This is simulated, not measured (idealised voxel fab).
Process module, titled voxel transistor to metal
Displayed cross-section: cut, width of 160 nm, square cells sized 5 nm.
In what follows, cross-sections appear as grids of square cells, described through bands that run from the top down, where every band is one or more rows of cells. Heights first: top, then bottom, in nm. Then materials, left to right, each with a width in nm. "edge to edge" on a single material: fills the band edge to edge. "empty": empty space. Basically, 0 is our baseline, since under it the wafer straight out of the box is all one material. The bottom band has no lower end and keeps on going down, so it looks like "0 nm and below". So if you see something like "30->40" for the width, read it as the top row of the band sitting at the first number and the bottom row at the second, with every row in between moving by the same amount as the last. Step note "no alterations made" = no cross-section cell changed. Closed-off voids of 8+ cells (no open route to the top) go in "Enclosed internal voids", written width x height at distance from the left edge, in nm. Read whatever lies past the settings on a step's line as the simulator's own remark about the step. "overlay nm" answers the question of how far to the right of plan the mask lay on a step that has a mask, and when it is negative the answer is to the left.

[plan]
1. RECEIVE [material Si]
2. OXIDIZE [depth nm 5]
3. CONFORMAL_DEP [material SiN] [thk nm 10]
4. MASKED_ETCH [tone cover] [mask id ACTIVE] [width nm 100] [etch materials SiN] [depth nm 10] [overlay nm 0]
5. MASKED_ETCH [tone cover] [mask id ACTIVE] [width nm 100] [etch materials SiO2] [depth nm 5] [overlay nm 0]
6. MASKED_ETCH [tone cover] [mask id ACTIVE] [width nm 100] [etch materials Si] [depth nm 25] [overlay nm 0]
7. OXIDIZE [depth nm 5]
8. FILL_DEP [material SiO2] [thk nm 15]
9. CMP [height nm 10]
10. SELECTIVE_ETCH [etch materials SiO2] [depth nm 5]
11. STRIP [etch materials SiN]
12. SELECTIVE_ETCH [etch materials SiO2] [depth nm 5]
13. OXIDIZE [depth nm 5]
14. DIRECTIONAL_DEP [material polySi] [thk nm 30]
15. DIRECTIONAL_DEP [material SiCN] [thk nm 10]
16. MASKED_ETCH [tone cover] [mask id GATE] [width nm 20] [etch materials SiCN] [depth nm 20] [overlay nm 0]
17. MASKED_ETCH [tone cover] [mask id GATE] [width nm 20] [etch materials polySi] [depth nm 40] [overlay nm 0]
18. CONFORMAL_DEP [material SiN] [thk nm 5]
19. DIRECTIONAL_ETCH [etch materials SiN] [depth nm 5]
20. DIRECTIONAL_ETCH [etch materials SiO2] [depth nm 5]
21. EPI [material pSi] [thk nm 5]
22. FILL_DEP [material SiO2] [thk nm 10]
23. CMP [height nm 35]
24. DIRECTIONAL_DEP [material SiO2] [thk nm 15]
25. MASKED_ETCH [tone open] [mask id CONTACT] [width nm 15] [pitch nm 75] [etch materials SiO2] [depth nm 55] [overlay nm 0]
26. CONFORMAL_DEP [material TiN] [thk nm 5]
27. FILL_DEP [material Ru] [thk nm 5]
28. CMP [height nm 50]
29. CONFORMAL_DEP [material SiCN] [thk nm 5]
30. DIRECTIONAL_DEP [material SiO2] [thk nm 25]
31. PATTERN [tone open] [mask id METAL_1] [material resist] [width nm 15] [pitch nm 75] [thk nm 15] [overlay nm 0]
32. DIRECTIONAL_ETCH [etch materials SiO2] [depth nm 25]
33. DIRECTIONAL_ETCH [etch materials SiCN] [depth nm 5]
34. STRIP [etch materials resist]
35. CONFORMAL_DEP [material TiN] [thk nm 5]
36. FILL_DEP [material Ru] [thk nm 5]
37. CMP [height nm 80]
38. EPI [material Ru] [thk nm 5]
39. FILL_DEP [material SiCN] [thk nm 5]

[First of two wafers - as planned]

[Wafer cross-section on receipt, i.e. after step 1]
* 0 nm and below | Si edge to edge
* Enclosed internal voids: none

[Sectional view: wafer, after step 2]
* 0 nm to -5 nm | SiO2 edge to edge
* Below -5, the layers are the same as they were.

[Sectional view: wafer, after step 3]
* 10 nm to 0 nm | SiN edge to edge
* Below 0, the layers are the same as they were.

[Sectional view: wafer, after step 4]
* 10 nm to 0 nm | empty (30), then SiN (100), then empty (30)
* Below 0, the layers are the same as they were.

[Sectional view: wafer, after step 5]
* 10 nm to 0 nm | empty (30), then SiN (100), then empty (30)
* 0 nm to -5 nm | empty (30), then SiO2 (100), then empty (30)
* Below -5, the layers are the same as they were.

[Sectional view: wafer, after step 6]
* 10 nm to 0 nm | empty (30), then SiN (100), then empty (30)
* 0 nm to -5 nm | empty (30), then SiO2 (100), then empty (30)
* -5 nm to -30 nm | empty (30), then Si (100), then empty (30)
* Below -30, the layers are the same as they were.

[Sectional view: wafer, after step 7]
* 10 nm to 0 nm | empty (30), then SiN (100), then empty (30)
* 0 nm to -5 nm | empty (30), then SiO2 (100), then empty (30)
* -5 nm to -30 nm | empty (30), then SiO2 (5), then Si (90), then SiO2 (5), then empty (30)
* -30 nm to -35 nm | SiO2 (35), then Si (90), then SiO2 (35)
* Below -35, the layers are the same as they were.

[Sectional view: wafer, after step 8]
* 25 nm to 10 nm | SiO2 edge to edge
* 10 nm to 0 nm | SiO2 (30), then SiN (100), then SiO2 (30)
* 0 nm to -5 nm | SiO2 edge to edge
* -5 nm to -35 nm | SiO2 (35), then Si (90), then SiO2 (35)
* Below -35, the layers are the same as they were.

[Sectional view: wafer, after step 9]
* 10 nm to 0 nm | SiO2 (30), then SiN (100), then SiO2 (30)
* Below 0, the layers are the same as they were.

[Sectional view: wafer, after step 10]
* 10 nm to 5 nm | empty (30), then SiN (100), then empty (30)
* Below 5, the layers are the same as they were.

[Sectional view: wafer, after step 11]
* 5 nm to 0 nm | SiO2 (30), then empty (100), then SiO2 (30)
* Below 0, the layers are the same as they were.

[Sectional view: wafer, after step 12]
* 0 nm to -5 nm | SiO2 (25), then empty (110), then SiO2 (25)
* Below -5, the layers are the same as they were.

[Sectional view: wafer, after step 13]
* 0 nm to -5 nm | SiO2 (25), then empty (110), then SiO2 (25)
* -5 nm to -10 nm | SiO2 edge to edge
* Below -10, the layers are the same as they were.

[Sectional view: wafer, after step 14]
* 30 nm to 25 nm | polySi (25), then empty (110), then polySi (25)
* 25 nm to 0 nm | polySi edge to edge
* 0 nm to -5 nm | SiO2 (25), then polySi (110), then SiO2 (25)
* Below -5, the layers are the same as they were.

[Sectional view: wafer, after step 15]
* 40 nm to 35 nm | SiCN (25), then empty (110), then SiCN (25)
* 35 nm to 30 nm | SiCN edge to edge
* 30 nm to 25 nm | polySi (25), then SiCN (110), then polySi (25)
* Below 25, the layers are the same as they were.

[Sectional view: wafer, after step 16]
* 35 nm to 30 nm | empty (70), then SiCN (20), then empty (70)
* 30 nm to 25 nm | polySi (25), then empty (45), then SiCN (20), then empty (45), then polySi (25)
* Below 25, the layers are the same as they were.

[Sectional view: wafer, after step 17]
* 35 nm to 25 nm | empty (70), then SiCN (20), then empty (70)
* 25 nm to 0 nm | empty (70), then polySi (20), then empty (70)
* 0 nm to -5 nm | SiO2 (25), then empty (45), then polySi (20), then empty (45), then SiO2 (25)
* Below -5, the layers are the same as they were.

[Sectional view: wafer, after step 18]
* 40 nm to 35 nm | empty (65), then SiN (30), then empty (65)
* 35 nm to 25 nm | empty (65), then SiN (5), then SiCN (20), then SiN (5), then empty (65)
* 25 nm to 5 nm | empty (65), then SiN (5), then polySi (20), then SiN (5), then empty (65)
* 5 nm to 0 nm | SiN (30), then empty (35), then SiN (5), then polySi (20), then SiN (5), then empty (35), then SiN (30)
* 0 nm to -5 nm | SiO2 (25), then SiN (45), then polySi (20), then SiN (45), then SiO2 (25)
* Below -5, the layers are the same as they were.

[Sectional view: wafer, after step 19]
* 35 nm to 25 nm | empty (65), then SiN (5), then SiCN (20), then SiN (5), then empty (65)
* 25 nm to 0 nm | empty (65), then SiN (5), then polySi (20), then SiN (5), then empty (65)
* 0 nm to -5 nm | SiO2 (25), then SiN (5), then empty (35), then SiN (5), then polySi (20), then SiN (5), then empty (35), then SiN (5), then SiO2 (25)
* Below -5, the layers are the same as they were.

[Sectional view: wafer, after step 20]
* 35 nm to 25 nm | empty (65), then SiN (5), then SiCN (20), then SiN (5), then empty (65)
* 25 nm to 0 nm | empty (65), then SiN (5), then polySi (20), then SiN (5), then empty (65)
* 0 nm to -5 nm | empty (25), then SiN (5), then empty (35), then SiN (5), then polySi (20), then SiN (5), then empty (35), then SiN (5), then empty (25)
* -5 nm to -10 nm | SiO2 (30), then empty (35), then SiO2 (30), then empty (35), then SiO2 (30)
* Below -10, the layers are the same as they were.

[Sectional view: wafer, after step 21]
* 35 nm to 25 nm | empty (65), then SiN (5), then SiCN (20), then SiN (5), then empty (65)
* 25 nm to 0 nm | empty (65), then SiN (5), then polySi (20), then SiN (5), then empty (65)
* 0 nm to -5 nm | empty (25), then SiN (5), then empty (35), then SiN (5), then polySi (20), then SiN (5), then empty (35), then SiN (5), then empty (25)
* -5 nm to -10 nm | SiO2 (30), then pSi (35), then SiO2 (30), then pSi (35), then SiO2 (30)
* Below -10, the layers are the same as they were.

[Sectional view: wafer, after step 22]
* 45 nm to 35 nm | SiO2 edge to edge
* 35 nm to 25 nm | SiO2 (65), then SiN (5), then SiCN (20), then SiN (5), then SiO2 (65)
* 25 nm to 0 nm | SiO2 (65), then SiN (5), then polySi (20), then SiN (5), then SiO2 (65)
* 0 nm to -5 nm | SiO2 (25), then SiN (5), then SiO2 (35), then SiN (5), then polySi (20), then SiN (5), then SiO2 (35), then SiN (5), then SiO2 (25)
* Below -5, the layers are the same as they were.

[Sectional view: wafer, after step 23]
* 35 nm to 25 nm | SiO2 (65), then SiN (5), then SiCN (20), then SiN (5), then SiO2 (65)
* Below 25, the layers are the same as they were.

[Sectional view: wafer, after step 24]
* 50 nm to 35 nm | SiO2 edge to edge
* Below 35, the layers are the same as they were.

[Sectional view: wafer, after step 25]
* 50 nm to 35 nm | SiO2 (35), then empty (15), then SiO2 (60), then empty (15), then SiO2 (35)
* 35 nm to 25 nm | SiO2 (35), then empty (15), then SiO2 (15), then SiN (5), then SiCN (20), then SiN (5), then SiO2 (15), then empty (15), then SiO2 (35)
* 25 nm to 0 nm | SiO2 (35), then empty (15), then SiO2 (15), then SiN (5), then polySi (20), then SiN (5), then SiO2 (15), then empty (15), then SiO2 (35)
* 0 nm to -5 nm | SiO2 (25), then SiN (5), then SiO2 (5), then empty (15), then SiO2 (15), then SiN (5), then polySi (20), then SiN (5), then SiO2 (15), then empty (15), then SiO2 (5), then SiN (5), then SiO2 (25)
* Below -5, the layers are the same as they were.

[Sectional view: wafer, after step 26]
* 55 nm to 50 nm | TiN (40), then empty (5), then TiN (70), then empty (5), then TiN (40)
* 50 nm to 35 nm | SiO2 (35), then TiN (5), then empty (5), then TiN (5), then SiO2 (60), then TiN (5), then empty (5), then TiN (5), then SiO2 (35)
* 35 nm to 25 nm | SiO2 (35), then TiN (5), then empty (5), then TiN (5), then SiO2 (15), then SiN (5), then SiCN (20), then SiN (5), then SiO2 (15), then TiN (5), then empty (5), then TiN (5), then SiO2 (35)
* 25 nm to 0 nm | SiO2 (35), then TiN (5), then empty (5), then TiN (5), then SiO2 (15), then SiN (5), then polySi (20), then SiN (5), then SiO2 (15), then TiN (5), then empty (5), then TiN (5), then SiO2 (35)
* 0 nm to -5 nm | SiO2 (25), then SiN (5), then SiO2 (5), then TiN (15), then SiO2 (15), then SiN (5), then polySi (20), then SiN (5), then SiO2 (15), then TiN (15), then SiO2 (5), then SiN (5), then SiO2 (25)
* Below -5, the layers are the same as they were.

[Sectional view: wafer, after step 27]
* 60 nm to 55 nm | Ru edge to edge
* 55 nm to 50 nm | TiN (40), then Ru (5), then TiN (70), then Ru (5), then TiN (40)
* 50 nm to 35 nm | SiO2 (35), then TiN (5), then Ru (5), then TiN (5), then SiO2 (60), then TiN (5), then Ru (5), then TiN (5), then SiO2 (35)
* 35 nm to 25 nm | SiO2 (35), then TiN (5), then Ru (5), then TiN (5), then SiO2 (15), then SiN (5), then SiCN (20), then SiN (5), then SiO2 (15), then TiN (5), then Ru (5), then TiN (5), then SiO2 (35)
* 25 nm to 0 nm | SiO2 (35), then TiN (5), then Ru (5), then TiN (5), then SiO2 (15), then SiN (5), then polySi (20), then SiN (5), then SiO2 (15), then TiN (5), then Ru (5), then TiN (5), then SiO2 (35)
* Below 0, the layers are the same as they were.

[Sectional view: wafer, after step 28]
* 50 nm to 35 nm | SiO2 (35), then TiN (5), then Ru (5), then TiN (5), then SiO2 (60), then TiN (5), then Ru (5), then TiN (5), then SiO2 (35)
* Below 35, the layers are the same as they were.

[Sectional view: wafer, after step 29]
* 55 nm to 50 nm | SiCN edge to edge
* Below 50, the layers are the same as they were.

[Sectional view: wafer, after step 30]
* 80 nm to 55 nm | SiO2 edge to edge
* Below 55, the layers are the same as they were.

[Sectional view: wafer, after step 31]
* 95 nm to 80 nm | resist (35), then empty (15), then resist (60), then empty (15), then resist (35)
* Below 80, the layers are the same as they were.

[Sectional view: wafer, after step 32]
* 95 nm to 80 nm | resist (35), then empty (15), then resist (60), then empty (15), then resist (35)
* 80 nm to 55 nm | SiO2 (35), then empty (15), then SiO2 (60), then empty (15), then SiO2 (35)
* Below 55, the layers are the same as they were.

[Sectional view: wafer, after step 33]
* 95 nm to 80 nm | resist (35), then empty (15), then resist (60), then empty (15), then resist (35)
* 80 nm to 55 nm | SiO2 (35), then empty (15), then SiO2 (60), then empty (15), then SiO2 (35)
* 55 nm to 50 nm | SiCN (35), then empty (15), then SiCN (60), then empty (15), then SiCN (35)
* Below 50, the layers are the same as they were.

[Sectional view: wafer, after step 34]
* 80 nm to 55 nm | SiO2 (35), then empty (15), then SiO2 (60), then empty (15), then SiO2 (35)
* Below 55, the layers are the same as they were.

[Sectional view: wafer, after step 35]
* 85 nm to 80 nm | TiN (40), then empty (5), then TiN (70), then empty (5), then TiN (40)
* 80 nm to 55 nm | SiO2 (35), then TiN (5), then empty (5), then TiN (5), then SiO2 (60), then TiN (5), then empty (5), then TiN (5), then SiO2 (35)
* 55 nm to 50 nm | SiCN (35), then TiN (15), then SiCN (60), then TiN (15), then SiCN (35)
* Below 50, the layers are the same as they were.

[Sectional view: wafer, after step 36]
* 90 nm to 85 nm | Ru edge to edge
* 85 nm to 80 nm | TiN (40), then Ru (5), then TiN (70), then Ru (5), then TiN (40)
* 80 nm to 55 nm | SiO2 (35), then TiN (5), then Ru (5), then TiN (5), then SiO2 (60), then TiN (5), then Ru (5), then TiN (5), then SiO2 (35)
* Below 55, the layers are the same as they were.

[Sectional view: wafer, after step 37]
* 80 nm to 55 nm | SiO2 (35), then TiN (5), then Ru (5), then TiN (5), then SiO2 (60), then TiN (5), then Ru (5), then TiN (5), then SiO2 (35)
* Below 55, the layers are the same as they were.

[Sectional view: wafer, after step 38]
* 85 nm to 80 nm | empty (30), then Ru (25), then empty (50), then Ru (25), then empty (30)
* Below 80, the layers are the same as they were.

[Sectional view: wafer, after step 39]
* 90 nm to 85 nm | SiCN edge to edge
* 85 nm to 80 nm | SiCN (30), then Ru (25), then SiCN (50), then Ru (25), then SiCN (30)
* Below 80, the layers are the same as they were.

[Here the second wafer is described. Its start and its plan were those of the first wafer. Its run contained one mistake. Up to and including step 15, it did exactly what the first wafer did]

[The second wafer in cross-section, at the planned close of step 16]
* 35 nm to 30 nm | empty (75), then SiCN (20), then empty (65)
* 30 nm to 25 nm | polySi (25), then empty (50), then SiCN (20), then empty (40), then polySi (25)
* Below 25, the layers are the same as they were.

[The second wafer in cross-section, at the planned close of step 17]
* 35 nm to 25 nm | empty (75), then SiCN (20), then empty (65)
* 25 nm to 0 nm | empty (70), then polySi (25), then empty (65)
* 0 nm to -5 nm | SiO2 (25), then empty (45), then polySi (25), then empty (40), then SiO2 (25)
* Below -5, the layers are the same as they were.

[The second wafer in cross-section, at the planned close of step 18]
* 40 nm to 35 nm | empty (70), then SiN (30), then empty (60)
* 35 nm to 25 nm | empty (70->65), then SiN (5->10), then SiCN (20), then SiN (5), then empty (60)
* 25 nm to 5 nm | empty (65), then SiN (5), then polySi (25), then SiN (5), then empty (60)
* 5 nm to 0 nm | SiN (30), then empty (35), then SiN (5), then polySi (25), then SiN (5), then empty (30), then SiN (30)
* 0 nm to -5 nm | SiO2 (25), then SiN (45), then polySi (25), then SiN (40), then SiO2 (25)
* Below -5, the layers are the same as they were.

[The second wafer in cross-section, at the planned close of step 19]
* 35 nm to 25 nm | empty (70), then SiN (5), then SiCN (20), then SiN (5), then empty (60)
* 25 nm to 0 nm | empty (65), then SiN (5), then polySi (25), then SiN (5), then empty (60)
* 0 nm to -5 nm | SiO2 (25), then SiN (5), then empty (35), then SiN (5), then polySi (25), then SiN (5), then empty (30), then SiN (5), then SiO2 (25)
* Below -5, the layers are the same as they were.

[The second wafer in cross-section, at the planned close of step 20]
* 35 nm to 25 nm | empty (70), then SiN (5), then SiCN (20), then SiN (5), then empty (60)
* 25 nm to 0 nm | empty (65), then SiN (5), then polySi (25), then SiN (5), then empty (60)
* 0 nm to -5 nm | empty (25), then SiN (5), then empty (35), then SiN (5), then polySi (25), then SiN (5), then empty (30), then SiN (5), then empty (25)
* -5 nm to -10 nm | SiO2 (30), then empty (35), then SiO2 (35), then empty (30), then SiO2 (30)
* Below -10, the layers are the same as they were.

[The second wafer in cross-section, at the planned close of step 21]
* 35 nm to 25 nm | empty (70), then SiN (5), then SiCN (20), then SiN (5), then empty (60)
* 25 nm to 0 nm | empty (65), then SiN (5), then polySi (25), then SiN (5), then empty (60)
* 0 nm to -5 nm | empty (25), then SiN (5), then empty (35), then SiN (5), then polySi (25), then SiN (5), then empty (30), then SiN (5), then empty (25)
* -5 nm to -10 nm | SiO2 (30), then pSi (35), then SiO2 (35), then pSi (30), then SiO2 (30)
* Below -10, the layers are the same as they were.

[The second wafer in cross-section, at the planned close of step 22]
* 45 nm to 35 nm | SiO2 edge to edge
* 35 nm to 25 nm | SiO2 (70), then SiN (5), then SiCN (20), then SiN (5), then SiO2 (60)
* 25 nm to 0 nm | SiO2 (65), then SiN (5), then polySi (25), then SiN (5), then SiO2 (60)
* 0 nm to -5 nm | SiO2 (25), then SiN (5), then SiO2 (35), then SiN (5), then polySi (25), then SiN (5), then SiO2 (30), then SiN (5), then SiO2 (25)
* Below -5, the layers are the same as they were.

[The second wafer in cross-section, at the planned close of step 23]
* 35 nm to 25 nm | SiO2 (70), then SiN (5), then SiCN (20), then SiN (5), then SiO2 (60)
* Below 25, the layers are the same as they were.

[The second wafer in cross-section, at the planned close of step 24]
* 50 nm to 35 nm | SiO2 edge to edge
* Below 35, the layers are the same as they were.

[The second wafer in cross-section, at the planned close of step 25]
* 50 nm to 35 nm | SiO2 (35), then empty (15), then SiO2 (60), then empty (15), then SiO2 (35)
* 35 nm to 25 nm | SiO2 (35), then empty (15), then SiO2 (20), then SiN (5), then SiCN (20), then SiN (5), then SiO2 (10), then empty (15), then SiO2 (35)
* 25 nm to 0 nm | SiO2 (35), then empty (15), then SiO2 (15), then SiN (5), then polySi (25), then SiN (5), then SiO2 (10), then empty (15), then SiO2 (35)
* 0 nm to -5 nm | SiO2 (25), then SiN (5), then SiO2 (5), then empty (15), then SiO2 (15), then SiN (5), then polySi (25), then SiN (5), then SiO2 (10), then empty (15), then SiO2 (5), then SiN (5), then SiO2 (25)
* Below -5, the layers are the same as they were.

[The second wafer in cross-section, at the planned close of step 26]
* 55 nm to 50 nm | TiN (40), then empty (5), then TiN (70), then empty (5), then TiN (40)
* 50 nm to 35 nm | SiO2 (35), then TiN (5), then empty (5), then TiN (5), then SiO2 (60), then TiN (5), then empty (5), then TiN (5), then SiO2 (35)
* 35 nm to 25 nm | SiO2 (35), then TiN (5), then empty (5), then TiN (5), then SiO2 (20), then SiN (5), then SiCN (20), then SiN (5), then SiO2 (10), then TiN (5), then empty (5), then TiN (5), then SiO2 (35)
* 25 nm to 0 nm | SiO2 (35), then TiN (5), then empty (5), then TiN (5), then SiO2 (15), then SiN (5), then polySi (25), then SiN (5), then SiO2 (10), then TiN (5), then empty (5), then TiN (5), then SiO2 (35)
* 0 nm to -5 nm | SiO2 (25), then SiN (5), then SiO2 (5), then TiN (15), then SiO2 (15), then SiN (5), then polySi (25), then SiN (5), then SiO2 (10), then TiN (15), then SiO2 (5), then SiN (5), then SiO2 (25)
* Below -5, the layers are the same as they were.

[The second wafer in cross-section, at the planned close of step 27]
* 60 nm to 55 nm | Ru edge to edge
* 55 nm to 50 nm | TiN (40), then Ru (5), then TiN (70), then Ru (5), then TiN (40)
* 50 nm to 35 nm | SiO2 (35), then TiN (5), then Ru (5), then TiN (5), then SiO2 (60), then TiN (5), then Ru (5), then TiN (5), then SiO2 (35)
* 35 nm to 25 nm | SiO2 (35), then TiN (5), then Ru (5), then TiN (5), then SiO2 (20), then SiN (5), then SiCN (20), then SiN (5), then SiO2 (10), then TiN (5), then Ru (5), then TiN (5), then SiO2 (35)
* 25 nm to 0 nm | SiO2 (35), then TiN (5), then Ru (5), then TiN (5), then SiO2 (15), then SiN (5), then polySi (25), then SiN (5), then SiO2 (10), then TiN (5), then Ru (5), then TiN (5), then SiO2 (35)
* Below 0, the layers are the same as they were.

[The second wafer in cross-section, at the planned close of step 28]
* 50 nm to 35 nm | SiO2 (35), then TiN (5), then Ru (5), then TiN (5), then SiO2 (60), then TiN (5), then Ru (5), then TiN (5), then SiO2 (35)
* Below 35, the layers are the same as they were.

[The second wafer in cross-section, at the planned close of step 29]
* 55 nm to 50 nm | SiCN edge to edge
* Below 50, the layers are the same as they were.

[The second wafer in cross-section, at the planned close of step 30]
* 80 nm to 55 nm | SiO2 edge to edge
* Below 55, the layers are the same as they were.

[The second wafer in cross-section, at the planned close of step 31]
* 95 nm to 80 nm | resist (35), then empty (15), then resist (60), then empty (15), then resist (35)
* Below 80, the layers are the same as they were.

[The second wafer in cross-section, at the planned close of step 32]
* 95 nm to 80 nm | resist (35), then empty (15), then resist (60), then empty (15), then resist (35)
* 80 nm to 55 nm | SiO2 (35), then empty (15), then SiO2 (60), then empty (15), then SiO2 (35)
* Below 55, the layers are the same as they were.

[The second wafer in cross-section, at the planned close of step 33]
* 95 nm to 80 nm | resist (35), then empty (15), then resist (60), then empty (15), then resist (35)
* 80 nm to 55 nm | SiO2 (35), then empty (15), then SiO2 (60), then empty (15), then SiO2 (35)
* 55 nm to 50 nm | SiCN (35), then empty (15), then SiCN (60), then empty (15), then SiCN (35)
* Below 50, the layers are the same as they were.

[The second wafer in cross-section, at the planned close of step 34]
* 80 nm to 55 nm | SiO2 (35), then empty (15), then SiO2 (60), then empty (15), then SiO2 (35)
* Below 55, the layers are the same as they were.

[The second wafer in cross-section, at the planned close of step 35]
* 85 nm to 80 nm | TiN (40), then empty (5), then TiN (70), then empty (5), then TiN (40)
* 80 nm to 55 nm | SiO2 (35), then TiN (5), then empty (5), then TiN (5), then SiO2 (60), then TiN (5), then empty (5), then TiN (5), then SiO2 (35)
* 55 nm to 50 nm | SiCN (35), then TiN (15), then SiCN (60), then TiN (15), then SiCN (35)
* Below 50, the layers are the same as they were.

[The second wafer in cross-section, at the planned close of step 36]
* 90 nm to 85 nm | Ru edge to edge
* 85 nm to 80 nm | TiN (40), then Ru (5), then TiN (70), then Ru (5), then TiN (40)
* 80 nm to 55 nm | SiO2 (35), then TiN (5), then Ru (5), then TiN (5), then SiO2 (60), then TiN (5), then Ru (5), then TiN (5), then SiO2 (35)
* Below 55, the layers are the same as they were.

[The second wafer in cross-section, at the planned close of step 37]
* 80 nm to 55 nm | SiO2 (35), then TiN (5), then Ru (5), then TiN (5), then SiO2 (60), then TiN (5), then Ru (5), then TiN (5), then SiO2 (35)
* Below 55, the layers are the same as they were.

[The second wafer in cross-section, at the planned close of step 38]
* 85 nm to 80 nm | empty (30), then Ru (25), then empty (50), then Ru (25), then empty (30)
* Below 80, the layers are the same as they were.

[The second wafer in cross-section, at the planned close of step 39]
* 90 nm to 85 nm | SiCN edge to edge
* 85 nm to 80 nm | SiCN (30), then Ru (25), then SiCN (50), then Ru (25), then SiCN (30)
* Below 80, the layers are the same as they were.
So what did we get wrong on this run? off-plan run, step 16, actual operation and settings MASKED_ETCH [tone cover] [mask id GATE] [width nm 20] [etch materials SiCN] [depth nm 20] [overlay nm 5]
The final cell counts differ between the wafers, with the second having more or fewer of some materials than the first: SiO2: 5 fewer; pSi: 1 fewer; polySi: 6 more
